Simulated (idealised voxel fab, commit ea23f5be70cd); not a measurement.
process module | voxel tone inversion
cross-section cut | 260 nm wide | cells 5 nm
A cross-section is a grid of square cells, given in bands from the top down. A band is one or more rows of cells.
Each band's line starts with the height of the band's top and of its bottom, in nm. Then come its materials from left to right, each with its width in nm. One material with "throughout" fills the band from edge to edge. "air" is empty space.
Height 0 is the level under which the wafer as received is all one material. The lowest band goes on downwards, as in "0 down".
A width such as "30 to 40" changes by the same amount from each row of cells to the next, from the band's top row to its bottom row.
"no change" after a step means that no cell of the cross-section changed.
closed voids: empty space of 8 cells or more with no open way to the top, each as width x height at its distance from the left edge, in nm
after a step's settings: what the simulator itself notes on the step
overlay nm, on a step with a mask: how far to the right of its planned place the mask lay; to the left if negative
plan
1 op RECEIVE | material Si
2 op CONFORMAL_DEP | material SiCN | thk nm 10
3 op DIRECTIONAL_DEP | material aC | thk nm 20
4 op PATTERN | tone cover | mask id POSTS | material resist | width nm 20 | pitch nm 45 | thk nm 30 | overlay nm 0
5 op DIRECTIONAL_ETCH | etch materials aC | depth nm 20
6 op STRIP | etch materials resist
7 op FILL_DEP | material lowk | thk nm 10
8 op CMP | height nm 30
9 op STRIP | etch materials aC
10 op CONFORMAL_DEP | material TiN | thk nm 5
11 op FILL_DEP | material Cu | thk nm 5
12 op CMP | height nm 30
13 op CONFORMAL_DEP | material SiN | thk nm 5
first wafer, as planned
as received, after step 1
  0 down: Si throughout
  closed voids: none
after step 2
  10 to 0: SiCN throughout
  below 0: unchanged
after step 3
  30 to 10: aC throughout
  below 10: unchanged
after step 4
  60 to 30: air 75 | resist 20 | air 25 | resist 20 | air 25 | resist 20 | air 75
  below 30: unchanged
after step 5
  40 to 30: air 75 | resist 20 | air 25 | resist 20 | air 25 | resist 20 | air 75
  30 to 10: air 75 | aC 20 | air 25 | aC 20 | air 25 | aC 20 | air 75
  below 10: unchanged
after step 6
  30 to 10: air 75 | aC 20 | air 25 | aC 20 | air 25 | aC 20 | air 75
  below 10: unchanged
after step 7
  40 to 30: lowk throughout
  30 to 10: lowk 75 | aC 20 | lowk 25 | aC 20 | lowk 25 | aC 20 | lowk 75
  below 10: unchanged
after step 8
  30 to 10: lowk 75 | aC 20 | lowk 25 | aC 20 | lowk 25 | aC 20 | lowk 75
  below 10: unchanged
after step 9
  30 to 10: lowk 75 | air 20 | lowk 25 | air 20 | lowk 25 | air 20 | lowk 75
  below 10: unchanged
after step 10
  35 to 30: TiN 80 | air 10 | TiN 35 | air 10 | TiN 35 | air 10 | TiN 80
  30 to 15: lowk 75 | TiN 5 | air 10 | TiN 5 | lowk 25 | TiN 5 | air 10 | TiN 5 | lowk 25 | TiN 5 | air 10 | TiN 5 | lowk 75
  15 to 10: lowk 75 | TiN 20 | lowk 25 | TiN 20 | lowk 25 | TiN 20 | lowk 75
  below 10: unchanged
after step 11
  40 to 35: Cu throughout
  35 to 30: TiN 80 | Cu 10 | TiN 35 | Cu 10 | TiN 35 | Cu 10 | TiN 80
  30 to 15: lowk 75 | TiN 5 | Cu 10 | TiN 5 | lowk 25 | TiN 5 | Cu 10 | TiN 5 | lowk 25 | TiN 5 | Cu 10 | TiN 5 | lowk 75
  below 15: unchanged
after step 12
  30 to 15: lowk 75 | TiN 5 | Cu 10 | TiN 5 | lowk 25 | TiN 5 | Cu 10 | TiN 5 | lowk 25 | TiN 5 | Cu 10 | TiN 5 | lowk 75
  below 15: unchanged
after step 13
  35 to 30: SiN throughout
  below 30: unchanged
second wafer: like start, like plan, one mistake. Through step 3 it matches the first wafer
when step 4 should have ended
  60 to 30: air 65 | resist 20 | air 25 | resist 20 | air 25 | resist 20 | air 85
  below 30: unchanged
when step 5 should have ended
  40 to 30: air 65 | resist 20 | air 25 | resist 20 | air 25 | resist 20 | air 85
  30 to 10: air 65 | aC 20 | air 25 | aC 20 | air 25 | aC 20 | air 85
  below 10: unchanged
when step 6 should have ended
  30 to 10: air 65 | aC 20 | air 25 | aC 20 | air 25 | aC 20 | air 85
  below 10: unchanged
when step 7 should have ended
  40 to 30: lowk throughout
  30 to 10: lowk 65 | aC 20 | lowk 25 | aC 20 | lowk 25 | aC 20 | lowk 85
  below 10: unchanged
when step 8 should have ended
  30 to 10: lowk 65 | aC 20 | lowk 25 | aC 20 | lowk 25 | aC 20 | lowk 85
  below 10: unchanged
when step 9 should have ended
  30 to 10: lowk 65 | air 20 | lowk 25 | air 20 | lowk 25 | air 20 | lowk 85
  below 10: unchanged
when step 10 should have ended
  35 to 30: TiN 70 | air 10 | TiN 35 | air 10 | TiN 35 | air 10 | TiN 90
  30 to 15: lowk 65 | TiN 5 | air 10 | TiN 5 | lowk 25 | TiN 5 | air 10 | TiN 5 | lowk 25 | TiN 5 | air 10 | TiN 5 | lowk 85
  15 to 10: lowk 65 | TiN 20 | lowk 25 | TiN 20 | lowk 25 | TiN 20 | lowk 85
  below 10: unchanged
when step 11 should have ended
  40 to 35: Cu throughout
  35 to 30: TiN 70 | Cu 10 | TiN 35 | Cu 10 | TiN 35 | Cu 10 | TiN 90
  30 to 15: lowk 65 | TiN 5 | Cu 10 | TiN 5 | lowk 25 | TiN 5 | Cu 10 | TiN 5 | lowk 25 | TiN 5 | Cu 10 | TiN 5 | lowk 85
  below 15: unchanged
when step 12 should have ended
  30 to 15: lowk 65 | TiN 5 | Cu 10 | TiN 5 | lowk 25 | TiN 5 | Cu 10 | TiN 5 | lowk 25 | TiN 5 | Cu 10 | TiN 5 | lowk 85
  below 15: unchanged
when step 13 should have ended
  35 to 30: SiN throughout
  below 30: unchanged
what went wrong: step 4 ran as: op PATTERN | tone cover | mask id POSTS | material resist | width nm 20 | pitch nm 45 | thk nm 30 | overlay nm -10
at the end the second wafer has, in cells: as many of each material as the first, in other places
